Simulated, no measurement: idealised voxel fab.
process module | voxel self aligned contacts
cross-section cut | 245 nm wide | cells 5 nm
A cross-section is a grid of square cells, given in bands from the top down. A band is one or more rows of cells.
Each band's line starts with the height of the band's top and of its bottom, in nm. Then come its materials from left to right, each with its width in nm. One material with "throughout" fills the band from edge to edge. "air" is empty space.
Height 0 is the level under which the wafer as received is all one material. The lowest band goes on downwards, as in "0 down".
A width such as "30 to 40" changes by the same amount from each row of cells to the next, from the band's top row to its bottom row.
"no change" after a step means that no cell of the cross-section changed.
closed voids: empty space of 8 cells or more with no open way to the top, each as width x height at its distance from the left edge, in nm
after a step's settings: what the simulator itself notes on the step
overlay nm, on a step with a mask: how far to the right of its planned place the mask lay; to the left if negative
plan
1 op RECEIVE | material Si
2 op OXIDIZE | depth nm 5
3 op DIRECTIONAL_DEP | material polySi | thk nm 20
4 op DIRECTIONAL_DEP | material SiN | thk nm 20
5 op PATTERN | tone cover | mask id GATE | material resist | width nm 35 | pitch nm 60 | thk nm 20 | overlay nm 0
6 op DIRECTIONAL_ETCH | etch materials SiN | depth nm 20
7 op DIRECTIONAL_ETCH | etch materials polySi | depth nm 20
8 op STRIP | etch materials resist
9 op CONFORMAL_DEP | material SiN | thk nm 5
10 op DIRECTIONAL_ETCH | etch materials SiN | depth nm 5
11 op FILL_DEP | material SiO2 | thk nm 10
12 op CMP | height nm 45
13 op MASKED_ETCH | tone open | mask id CONTACT | width nm 45 | etch materials SiO2 | depth nm 50 | overlay nm -15
14 op CONFORMAL_DEP | material TiN | thk nm 5
15 op FILL_DEP | material W | thk nm 10
16 op CMP | height nm 45
17 op CONFORMAL_DEP | material SiN | thk nm 5
varied across the wafers: overlay nm of step 13. The plan shows the first wafer's value. All wafers start alike
first wafer as received, after step 1
  0 down: Si throughout
  closed voids: none
each wafer at the end: cells of each material gained (+) or lost (-) since it was received, then its closed voids
overlay nm -15 | -49 Si | +137 SiN | +310 SiO2 | +27 TiN | +9 W | +56 polySi | closed voids: none
overlay nm -10 | -49 Si | +137 SiN | +310 SiO2 | +27 TiN | +9 W | +56 polySi | closed voids: none
overlay nm -5 | -49 Si | +137 SiN | +310 SiO2 | +27 TiN | +9 W | +56 polySi | closed voids: none
overlay nm 0 | -49 Si | +137 SiN | +310 SiO2 | +27 TiN | +9 W | +56 polySi | closed voids: none
overlay nm 5 | -49 Si | +137 SiN | +310 SiO2 | +27 TiN | +9 W | +56 polySi | closed voids: none
overlay nm 10 | -49 Si | +137 SiN | +310 SiO2 | +27 TiN | +9 W | +56 polySi | closed voids: none
overlay nm 15 | -49 Si | +137 SiN | +310 SiO2 | +27 TiN | +9 W | +56 polySi | closed voids: none
